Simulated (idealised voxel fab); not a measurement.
Documented hereafter: the process module known as voxel wiring stack.
In the cross-section labelled cut, the width is 240 nm and each square cell is 5 nm.
The cross-sections in this document take the form of a grid made of square cells. They are written out as bands, in order from top to bottom. Each band consists of one or more rows of cells.
Within each band entry, the heights of the top and of the bottom of the band appear first, in that order and in nm; the materials of the band then follow from left to right, each with its corresponding width in nm. The designation "edge to edge" on a single material indicates that it fills the band from edge to edge; the designation "blank" indicates empty space.
Heights from 0 (as-received wafer is one material below). Bottom band endless downward, as "0 down".
A width such as "30 to 40" changes by the same amount from each row of cells to the next, from the band's top row to its bottom row.
Basically "no change" means that step didn't change any cell in the cross-section.
Listed in "Closed void listing": every empty space of 8 or more cells without an open way to the top. Form: width x height at distance, the distance being from the left edge, all in nm.
Formally, on a step line, whatever follows the settings is a remark that the simulator itself makes on the step.
overlay nm: on a step with a mask, how far right of its planned place the mask lay; negative means left.
Planned process steps
| 1 | RECEIVE [material Si] |
| 2 | CONFORMAL_DEP [material SiO2] [thk nm 10] |
| 3 | CONFORMAL_DEP [material SiN] [thk nm 5] |
| 4 | DIRECTIONAL_DEP [material lowk] [thk nm 15] |
| 5 | DIRECTIONAL_DEP [material aC] [thk nm 15] |
| 6 | PATTERN [tone open] [mask id METAL_1] [material resist] [width nm 30] [pitch nm 45] [thk nm 35] [overlay nm 0] |
| 7 | DIRECTIONAL_ETCH [etch materials aC] [depth nm 15] |
| 8 | STRIP [etch materials resist] |
| 9 | DIRECTIONAL_ETCH [etch materials lowk] [depth nm 15] |
| 10 | DIRECTIONAL_ETCH [etch materials SiN] [depth nm 5] |
| 11 | STRIP [etch materials aC] |
| 12 | CONFORMAL_DEP [material TiN] [thk nm 5] |
| 13 | FILL_DEP [material W] [thk nm 10] |
| 14 | CMP [height nm 30] |
| 15 | EPI [material Ru] [thk nm 5] |
| 16 | FILL_DEP [material SiCN] [thk nm 5] |
| 17 | DIRECTIONAL_DEP [material SiO2] [thk nm 10] |
| 18 | DIRECTIONAL_DEP [material aC] [thk nm 15] |
| 19 | PATTERN [tone open] [mask id PLUG_1] [material resist] [width nm 15] [pitch nm 45] [thk nm 30] [overlay nm 0] |
| 20 | DIRECTIONAL_ETCH [etch materials aC] [depth nm 15] |
| 21 | STRIP [etch materials resist] |
| 22 | DIRECTIONAL_ETCH [etch materials SiO2] [depth nm 10] |
| 23 | DIRECTIONAL_ETCH [etch materials SiCN] [depth nm 5] |
| 24 | STRIP [etch materials aC] |
| 25 | EPI [material Ru] [thk nm 10] |
| 26 | EPI [material Ru] [thk nm 5] |
| 27 | CONFORMAL_DEP [material SiN] [thk nm 5] |
| 28 | DIRECTIONAL_DEP [material lowk] [thk nm 25] |
| 29 | DIRECTIONAL_DEP [material aC] [thk nm 10] |
| 30 | PATTERN [tone open] [mask id METAL_2] [material resist] [width nm 30] [pitch nm 45] [thk nm 25] [overlay nm 0] |
| 31 | DIRECTIONAL_ETCH [etch materials aC] [depth nm 10] |
| 32 | STRIP [etch materials resist] |
| 33 | DIRECTIONAL_ETCH [etch materials lowk] [depth nm 25] |
| 34 | DIRECTIONAL_ETCH [etch materials SiN] [depth nm 5] |
| 35 | STRIP [etch materials aC] |
| 36 | CONFORMAL_DEP [material TiN] [thk nm 5] |
| 37 | FILL_DEP [material W] [thk nm 10] |
| 38 | CMP [height nm 80] |
| 39 | CONFORMAL_DEP [material SiCN] [thk nm 5] |
The first of a set of two wafers, run to plan
Cross-section of the incoming wafer, state after step 1
	0 down: Si edge to edge
	Closed void listing: none
The wafer in cross-section once step 2 is complete
	10 to 0: SiO2 edge to edge
	Below a height of 0, the structure has not been altered.
The wafer in cross-section once step 3 is complete
	15 to 10: SiN edge to edge
	Below a height of 10, the structure has not been altered.
The wafer in cross-section once step 4 is complete
	30 to 15: lowk edge to edge
	Below a height of 15, the structure has not been altered.
The wafer in cross-section once step 5 is complete
	45 to 30: aC edge to edge
	Below a height of 30, the structure has not been altered.
The wafer in cross-section once step 6 is complete
	80 to 45: resist 80 nm, then blank 30 nm, then resist 15 nm, then blank 30 nm, then resist 85 nm
	Below a height of 45, the structure has not been altered.
The wafer in cross-section once step 7 is complete
	65 to 45: resist 80 nm, then blank 30 nm, then resist 15 nm, then blank 30 nm, then resist 85 nm
	45 to 30: aC 80 nm, then blank 30 nm, then aC 15 nm, then blank 30 nm, then aC 85 nm
	Below a height of 30, the structure has not been altered.
The wafer in cross-section once step 8 is complete
	45 to 30: aC 80 nm, then blank 30 nm, then aC 15 nm, then blank 30 nm, then aC 85 nm
	Below a height of 30, the structure has not been altered.
The wafer in cross-section once step 9 is complete
	45 to 30: aC 80 nm, then blank 30 nm, then aC 15 nm, then blank 30 nm, then aC 85 nm
	30 to 15: lowk 80 nm, then blank 30 nm, then lowk 15 nm, then blank 30 nm, then lowk 85 nm
	Below a height of 15, the structure has not been altered.
The wafer in cross-section once step 10 is complete
	45 to 30: aC 80 nm, then blank 30 nm, then aC 15 nm, then blank 30 nm, then aC 85 nm
	30 to 15: lowk 80 nm, then blank 30 nm, then lowk 15 nm, then blank 30 nm, then lowk 85 nm
	15 to 10: SiN 80 nm, then blank 30 nm, then SiN 15 nm, then blank 30 nm, then SiN 85 nm
	Below a height of 10, the structure has not been altered.
The wafer in cross-section once step 11 is complete
	30 to 15: lowk 80 nm, then blank 30 nm, then lowk 15 nm, then blank 30 nm, then lowk 85 nm
	Below a height of 15, the structure has not been altered.
The wafer in cross-section once step 12 is complete
	35 to 30: TiN 85 nm, then blank 20 nm, then TiN 25 nm, then blank 20 nm, then TiN 90 nm
	30 to 15: lowk 80 nm, then TiN 5 nm, then blank 20 nm, then TiN 5 nm, then lowk 15 nm, then TiN 5 nm, then blank 20 nm, then TiN 5 nm, then lowk 85 nm
	15 to 10: SiN 80 nm, then TiN 30 nm, then SiN 15 nm, then TiN 30 nm, then SiN 85 nm
	Below a height of 10, the structure has not been altered.
The wafer in cross-section once step 13 is complete
	45 to 35: W edge to edge
	35 to 30: TiN 85 nm, then W 20 nm, then TiN 25 nm, then W 20 nm, then TiN 90 nm
	30 to 15: lowk 80 nm, then TiN 5 nm, then W 20 nm, then TiN 5 nm, then lowk 15 nm, then TiN 5 nm, then W 20 nm, then TiN 5 nm, then lowk 85 nm
	Below a height of 15, the structure has not been altered.
The wafer in cross-section once step 14 is complete
	30 to 15: lowk 80 nm, then TiN 5 nm, then W 20 nm, then TiN 5 nm, then lowk 15 nm, then TiN 5 nm, then W 20 nm, then TiN 5 nm, then lowk 85 nm
	Below a height of 15, the structure has not been altered.
The wafer in cross-section once step 15 is complete
	35 to 30: blank 75 nm, then Ru 40 nm, then blank 5 nm, then Ru 40 nm, then blank 80 nm
	Below a height of 30, the structure has not been altered.
The wafer in cross-section once step 16 is complete
	40 to 35: SiCN edge to edge
	35 to 30: SiCN 75 nm, then Ru 40 nm, then SiCN 5 nm, then Ru 40 nm, then SiCN 80 nm
	Below a height of 30, the structure has not been altered.
The wafer in cross-section once step 17 is complete
	50 to 40: SiO2 edge to edge
	Below a height of 40, the structure has not been altered.
The wafer in cross-section once step 18 is complete
	65 to 50: aC edge to edge
	Below a height of 50, the structure has not been altered.
The wafer in cross-section once step 19 is complete
	95 to 65: resist 80 nm, then blank 15 nm, then resist 30 nm, then blank 15 nm, then resist 100 nm
	Below a height of 65, the structure has not been altered.
The wafer in cross-section once step 20 is complete
	80 to 65: resist 80 nm, then blank 15 nm, then resist 30 nm, then blank 15 nm, then resist 100 nm
	65 to 50: aC 80 nm, then blank 15 nm, then aC 30 nm, then blank 15 nm, then aC 100 nm
	Below a height of 50, the structure has not been altered.
The wafer in cross-section once step 21 is complete
	65 to 50: aC 80 nm, then blank 15 nm, then aC 30 nm, then blank 15 nm, then aC 100 nm
	Below a height of 50, the structure has not been altered.
The wafer in cross-section once step 22 is complete
	65 to 50: aC 80 nm, then blank 15 nm, then aC 30 nm, then blank 15 nm, then aC 100 nm
	50 to 40: SiO2 80 nm, then blank 15 nm, then SiO2 30 nm, then blank 15 nm, then SiO2 100 nm
	Below a height of 40, the structure has not been altered.
The wafer in cross-section once step 23 is complete
	65 to 50: aC 80 nm, then blank 15 nm, then aC 30 nm, then blank 15 nm, then aC 100 nm
	50 to 40: SiO2 80 nm, then blank 15 nm, then SiO2 30 nm, then blank 15 nm, then SiO2 100 nm
	40 to 35: SiCN 80 nm, then blank 15 nm, then SiCN 30 nm, then blank 15 nm, then SiCN 100 nm
	Below a height of 35, the structure has not been altered.
The wafer in cross-section once step 24 is complete
	50 to 40: SiO2 80 nm, then blank 15 nm, then SiO2 30 nm, then blank 15 nm, then SiO2 100 nm
	Below a height of 40, the structure has not been altered.
The wafer in cross-section once step 25 is complete
	50 to 45: SiO2 80 nm, then blank 15 nm, then SiO2 30 nm, then blank 15 nm, then SiO2 100 nm
	45 to 40: SiO2 80 nm, then Ru 15 nm, then SiO2 30 nm, then Ru 15 nm, then SiO2 100 nm
	40 to 30: SiCN 80 to 75 nm, then Ru 15 to 40 nm, then SiCN 30 to 5 nm, then Ru 15 to 40 nm, then SiCN 100 to 80 nm
	Below a height of 30, the structure has not been altered.
The wafer in cross-section once step 26 is complete
	50 to 40: SiO2 80 nm, then Ru 15 nm, then SiO2 30 nm, then Ru 15 nm, then SiO2 100 nm
	Below a height of 40, the structure has not been altered.
The wafer in cross-section once step 27 is complete
	55 to 50: SiN edge to edge
	Below a height of 50, the structure has not been altered.
The wafer in cross-section once step 28 is complete
	80 to 55: lowk edge to edge
	Below a height of 55, the structure has not been altered.
The wafer in cross-section once step 29 is complete
	90 to 80: aC edge to edge
	Below a height of 80, the structure has not been altered.
The wafer in cross-section once step 30 is complete
	115 to 90: resist 80 nm, then blank 30 nm, then resist 15 nm, then blank 30 nm, then resist 85 nm
	Below a height of 90, the structure has not been altered.
The wafer in cross-section once step 31 is complete
	105 to 90: resist 80 nm, then blank 30 nm, then resist 15 nm, then blank 30 nm, then resist 85 nm
	90 to 80: aC 80 nm, then blank 30 nm, then aC 15 nm, then blank 30 nm, then aC 85 nm
	Below a height of 80, the structure has not been altered.
The wafer in cross-section once step 32 is complete
	90 to 80: aC 80 nm, then blank 30 nm, then aC 15 nm, then blank 30 nm, then aC 85 nm
	Below a height of 80, the structure has not been altered.
The wafer in cross-section once step 33 is complete
	90 to 80: aC 80 nm, then blank 30 nm, then aC 15 nm, then blank 30 nm, then aC 85 nm
	80 to 55: lowk 80 nm, then blank 30 nm, then lowk 15 nm, then blank 30 nm, then lowk 85 nm
	Below a height of 55, the structure has not been altered.
The wafer in cross-section once step 34 is complete
	90 to 80: aC 80 nm, then blank 30 nm, then aC 15 nm, then blank 30 nm, then aC 85 nm
	80 to 55: lowk 80 nm, then blank 30 nm, then lowk 15 nm, then blank 30 nm, then lowk 85 nm
	55 to 50: SiN 80 nm, then blank 30 nm, then SiN 15 nm, then blank 30 nm, then SiN 85 nm
	Below a height of 50, the structure has not been altered.
The wafer in cross-section once step 35 is complete
	80 to 55: lowk 80 nm, then blank 30 nm, then lowk 15 nm, then blank 30 nm, then lowk 85 nm
	Below a height of 55, the structure has not been altered.
The wafer in cross-section once step 36 is complete
	85 to 80: TiN 85 nm, then blank 20 nm, then TiN 25 nm, then blank 20 nm, then TiN 90 nm
	80 to 55: lowk 80 nm, then TiN 5 nm, then blank 20 nm, then TiN 5 nm, then lowk 15 nm, then TiN 5 nm, then blank 20 nm, then TiN 5 nm, then lowk 85 nm
	55 to 50: SiN 80 nm, then TiN 30 nm, then SiN 15 nm, then TiN 30 nm, then SiN 85 nm
	Below a height of 50, the structure has not been altered.
The wafer in cross-section once step 37 is complete
	95 to 85: W edge to edge
	85 to 80: TiN 85 nm, then W 20 nm, then TiN 25 nm, then W 20 nm, then TiN 90 nm
	80 to 55: lowk 80 nm, then TiN 5 nm, then W 20 nm, then TiN 5 nm, then lowk 15 nm, then TiN 5 nm, then W 20 nm, then TiN 5 nm, then lowk 85 nm
	Below a height of 55, the structure has not been altered.
The wafer in cross-section once step 38 is complete
	80 to 55: lowk 80 nm, then TiN 5 nm, then W 20 nm, then TiN 5 nm, then lowk 15 nm, then TiN 5 nm, then W 20 nm, then TiN 5 nm, then lowk 85 nm
	Below a height of 55, the structure has not been altered.
The wafer in cross-section once step 39 is complete
	85 to 80: SiCN edge to edge
	Below a height of 80, the structure has not been altered.
Second Wafer (Identical Start and Plan, One Processing Error; Matches First Wafer Through Step 18)
Cross-section: second wafer, time at which step 19 was scheduled to end
	95 to 65: resist 80 nm, then blank 20 nm, then resist 25 nm, then blank 20 nm, then resist 95 nm
	Below a height of 65, the structure has not been altered.
Cross-section: second wafer, time at which step 20 was scheduled to end
	80 to 65: resist 80 nm, then blank 20 nm, then resist 25 nm, then blank 20 nm, then resist 95 nm
	65 to 50: aC 80 nm, then blank 20 nm, then aC 25 nm, then blank 20 nm, then aC 95 nm
	Below a height of 50, the structure has not been altered.
Cross-section: second wafer, time at which step 21 was scheduled to end
	65 to 50: aC 80 nm, then blank 20 nm, then aC 25 nm, then blank 20 nm, then aC 95 nm
	Below a height of 50, the structure has not been altered.
Cross-section: second wafer, time at which step 22 was scheduled to end
	65 to 50: aC 80 nm, then blank 20 nm, then aC 25 nm, then blank 20 nm, then aC 95 nm
	50 to 40: SiO2 80 nm, then blank 20 nm, then SiO2 25 nm, then blank 20 nm, then SiO2 95 nm
	Below a height of 40, the structure has not been altered.
Cross-section: second wafer, time at which step 23 was scheduled to end
	65 to 50: aC 80 nm, then blank 20 nm, then aC 25 nm, then blank 20 nm, then aC 95 nm
	50 to 40: SiO2 80 nm, then blank 20 nm, then SiO2 25 nm, then blank 20 nm, then SiO2 95 nm
	40 to 35: SiCN 80 nm, then blank 20 nm, then SiCN 25 nm, then blank 20 nm, then SiCN 95 nm
	Below a height of 35, the structure has not been altered.
Cross-section: second wafer, time at which step 24 was scheduled to end
	50 to 40: SiO2 80 nm, then blank 20 nm, then SiO2 25 nm, then blank 20 nm, then SiO2 95 nm
	Below a height of 40, the structure has not been altered.
Cross-section: second wafer, time at which step 25 was scheduled to end
	50 to 45: SiO2 80 nm, then blank 20 nm, then SiO2 25 nm, then blank 20 nm, then SiO2 95 nm
	45 to 40: SiO2 80 nm, then Ru 20 nm, then SiO2 25 nm, then Ru 20 nm, then SiO2 95 nm
	40 to 30: SiCN 80 to 75 nm, then Ru 20 to 40 nm, then SiCN 25 to 5 nm, then Ru 20 to 40 nm, then SiCN 95 to 80 nm
	Below a height of 30, the structure has not been altered.
Cross-section: second wafer, time at which step 26 was scheduled to end
	50 to 40: SiO2 80 nm, then Ru 20 nm, then SiO2 25 nm, then Ru 20 nm, then SiO2 95 nm
	Below a height of 40, the structure has not been altered.
Cross-section: second wafer, time at which step 27 was scheduled to end
	55 to 50: SiN edge to edge
	Below a height of 50, the structure has not been altered.
Cross-section: second wafer, time at which step 28 was scheduled to end
	80 to 55: lowk edge to edge
	Below a height of 55, the structure has not been altered.
Cross-section: second wafer, time at which step 29 was scheduled to end
	90 to 80: aC edge to edge
	Below a height of 80, the structure has not been altered.
Cross-section: second wafer, time at which step 30 was scheduled to end
	115 to 90: resist 80 nm, then blank 30 nm, then resist 15 nm, then blank 30 nm, then resist 85 nm
	Below a height of 90, the structure has not been altered.
Cross-section: second wafer, time at which step 31 was scheduled to end
	105 to 90: resist 80 nm, then blank 30 nm, then resist 15 nm, then blank 30 nm, then resist 85 nm
	90 to 80: aC 80 nm, then blank 30 nm, then aC 15 nm, then blank 30 nm, then aC 85 nm
	Below a height of 80, the structure has not been altered.
Cross-section: second wafer, time at which step 32 was scheduled to end
	90 to 80: aC 80 nm, then blank 30 nm, then aC 15 nm, then blank 30 nm, then aC 85 nm
	Below a height of 80, the structure has not been altered.
Cross-section: second wafer, time at which step 33 was scheduled to end
	90 to 80: aC 80 nm, then blank 30 nm, then aC 15 nm, then blank 30 nm, then aC 85 nm
	80 to 55: lowk 80 nm, then blank 30 nm, then lowk 15 nm, then blank 30 nm, then lowk 85 nm
	Below a height of 55, the structure has not been altered.
Cross-section: second wafer, time at which step 34 was scheduled to end
	90 to 80: aC 80 nm, then blank 30 nm, then aC 15 nm, then blank 30 nm, then aC 85 nm
	80 to 55: lowk 80 nm, then blank 30 nm, then lowk 15 nm, then blank 30 nm, then lowk 85 nm
	55 to 50: SiN 80 nm, then blank 30 nm, then SiN 15 nm, then blank 30 nm, then SiN 85 nm
	Below a height of 50, the structure has not been altered.
Cross-section: second wafer, time at which step 35 was scheduled to end
	80 to 55: lowk 80 nm, then blank 30 nm, then lowk 15 nm, then blank 30 nm, then lowk 85 nm
	Below a height of 55, the structure has not been altered.
Cross-section: second wafer, time at which step 36 was scheduled to end
	85 to 80: TiN 85 nm, then blank 20 nm, then TiN 25 nm, then blank 20 nm, then TiN 90 nm
	80 to 55: lowk 80 nm, then TiN 5 nm, then blank 20 nm, then TiN 5 nm, then lowk 15 nm, then TiN 5 nm, then blank 20 nm, then TiN 5 nm, then lowk 85 nm
	55 to 50: SiN 80 nm, then TiN 30 nm, then SiN 15 nm, then TiN 30 nm, then SiN 85 nm
	Below a height of 50, the structure has not been altered.
Cross-section: second wafer, time at which step 37 was scheduled to end
	95 to 85: W edge to edge
	85 to 80: TiN 85 nm, then W 20 nm, then TiN 25 nm, then W 20 nm, then TiN 90 nm
	80 to 55: lowk 80 nm, then TiN 5 nm, then W 20 nm, then TiN 5 nm, then lowk 15 nm, then TiN 5 nm, then W 20 nm, then TiN 5 nm, then lowk 85 nm
	Below a height of 55, the structure has not been altered.
Cross-section: second wafer, time at which step 38 was scheduled to end
	80 to 55: lowk 80 nm, then TiN 5 nm, then W 20 nm, then TiN 5 nm, then lowk 15 nm, then TiN 5 nm, then W 20 nm, then TiN 5 nm, then lowk 85 nm
	Below a height of 55, the structure has not been altered.
Cross-section: second wafer, time at which step 39 was scheduled to end
	85 to 80: SiCN edge to edge
	Below a height of 80, the structure has not been altered.
Where did the run depart from the plan? planned and actual differ for step 19; actual: PATTERN [tone open] [mask id PLUG_1] [material resist] [width nm 20] [pitch nm 45] [thk nm 30] [overlay nm 0]
Materials where the second wafer ends with more or fewer cells than the first: Ru +6; SiCN -2; SiO2 -4
